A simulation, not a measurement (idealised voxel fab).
process module | voxel air gaps
cross-section cut | 185 nm wide | cells 5 nm
A cross-section is a grid of square cells, given in bands from the top down. A band is one or more rows of cells.
Each band's line starts with the height of the band's top and of its bottom, in nm. Then come its materials from left to right, each with its width in nm. One material with "throughout" fills the band from edge to edge. "air" is empty space.
Height 0 is the level under which the wafer as received is all one material. The lowest band goes on downwards, as in "0 down".
A width such as "30 to 40" changes by the same amount from each row of cells to the next, from the band's top row to its bottom row.
"no change" after a step means that no cell of the cross-section changed.
closed voids: empty space of 8 cells or more with no open way to the top, each as width x height at its distance from the left edge, in nm
after a step's settings: what the simulator itself notes on the step
overlay nm, on a step with a mask: how far to the right of its planned place the mask lay; to the left if negative
plan
1 op RECEIVE | material Si
2 op CONFORMAL_DEP | material SiO2 | thk nm 10
3 op CONFORMAL_DEP | material SiN | thk nm 5
4 op DIRECTIONAL_DEP | material lowk | thk nm 40
5 op MASKED_ETCH | tone open | mask id LINES | width nm 20 | pitch nm 50 | etch materials lowk | depth nm 40 | overlay nm -15
6 op CONFORMAL_DEP | material TiN | thk nm 5
7 op FILL_DEP | material Cu | thk nm 10
8 op CMP | height nm 55
9 op EPI | material Ru | thk nm 10
10 op SELECTIVE_ETCH | etch materials lowk | depth nm 50
11 op CONFORMAL_DEP | material SiCN | thk nm 5
varied across the wafers: overlay nm of step 5. The plan shows the first wafer's value. All wafers start alike
first wafer as received, after step 1
  0 down: Si throughout
  closed voids: none
first wafer at the end, after step 11
  70 to 65: SiCN 150 | air 35
  65 to 55: SiCN 5 | Ru 40 | SiCN 10 | Ru 40 | SiCN 10 | Ru 40 | SiCN 5 | air 35
  55 to 50: SiCN 15 | TiN 5 | Cu 10 | TiN 5 | SiCN 30 | TiN 5 | Cu 10 | TiN 5 | SiCN 30 | TiN 5 | Cu 10 | TiN 5 | SiCN 15 | air 35
  50 to 20: air 10 | SiCN 5 | TiN 5 | Cu 10 | TiN 5 | SiCN 5 | air 20 | SiCN 5 | TiN 5 | Cu 10 | TiN 5 | SiCN 5 | air 20 | SiCN 5 | TiN 5 | Cu 10 | TiN 5 | SiCN 5 | air 45
  20 to 15: SiCN 15 | TiN 20 | SiCN 30 | TiN 20 | SiCN 30 | TiN 20 | SiCN 50
  15 to 10: SiN throughout
  10 to 0: SiO2 throughout
  0 down: Si throughout
  closed voids: 10 x 30 at 0; 20 x 30 at 40; 20 x 30 at 90
last wafer at the end
  70 to 65: air 30 | SiCN 150 | air 5
  65 to 55: air 30 | SiCN 5 | Ru 40 | SiCN 10 | Ru 40 | SiCN 10 | Ru 40 | SiCN 5 | air 5
  55 to 50: air 30 | SiCN 15 | TiN 5 | Cu 10 | TiN 5 | SiCN 30 | TiN 5 | Cu 10 | TiN 5 | SiCN 30 | TiN 5 | Cu 10 | TiN 5 | SiCN 15 | air 5
  50 to 20: air 40 | SiCN 5 | TiN 5 | Cu 10 | TiN 5 | SiCN 5 | air 20 | SiCN 5 | TiN 5 | Cu 10 | TiN 5 | SiCN 5 | air 20 | SiCN 5 | TiN 5 | Cu 10 | TiN 5 | SiCN 5 | air 15
  20 to 15: SiCN 45 | TiN 20 | SiCN 30 | TiN 20 | SiCN 30 | TiN 20 | SiCN 20
  15 to 10: SiN throughout
  10 to 0: SiO2 throughout
  0 down: Si throughout
  closed voids: 20 x 30 at 70; 20 x 30 at 120
each wafer at the end: cells of each material gained (+) or lost (-) since it was received, then its closed voids
overlay nm -15 | +42 Cu | +48 Ru | +121 SiCN | +37 SiN | +74 SiO2 | +54 TiN | closed voids: 10 x 30 at 0; 20 x 30 at 40; 20 x 30 at 90
overlay nm -10 | +42 Cu | +48 Ru | +121 SiCN | +37 SiN | +74 SiO2 | +54 TiN | closed voids: 20 x 30 at 45; 20 x 30 at 95
overlay nm -5 | +42 Cu | +48 Ru | +121 SiCN | +37 SiN | +74 SiO2 | +54 TiN | closed voids: 20 x 30 at 50; 20 x 30 at 100
overlay nm 0 | +42 Cu | +48 Ru | +121 SiCN | +37 SiN | +74 SiO2 | +54 TiN | closed voids: 20 x 30 at 55; 20 x 30 at 105
overlay nm 5 | +42 Cu | +48 Ru | +121 SiCN | +37 SiN | +74 SiO2 | +54 TiN | closed voids: 20 x 30 at 60; 20 x 30 at 110
overlay nm 10 | +42 Cu | +48 Ru | +121 SiCN | +37 SiN | +74 SiO2 | +54 TiN | closed voids: 20 x 30 at 65; 20 x 30 at 115
overlay nm 15 | +42 Cu | +48 Ru | +121 SiCN | +37 SiN | +74 SiO2 | +54 TiN | closed voids: 20 x 30 at 70; 20 x 30 at 120
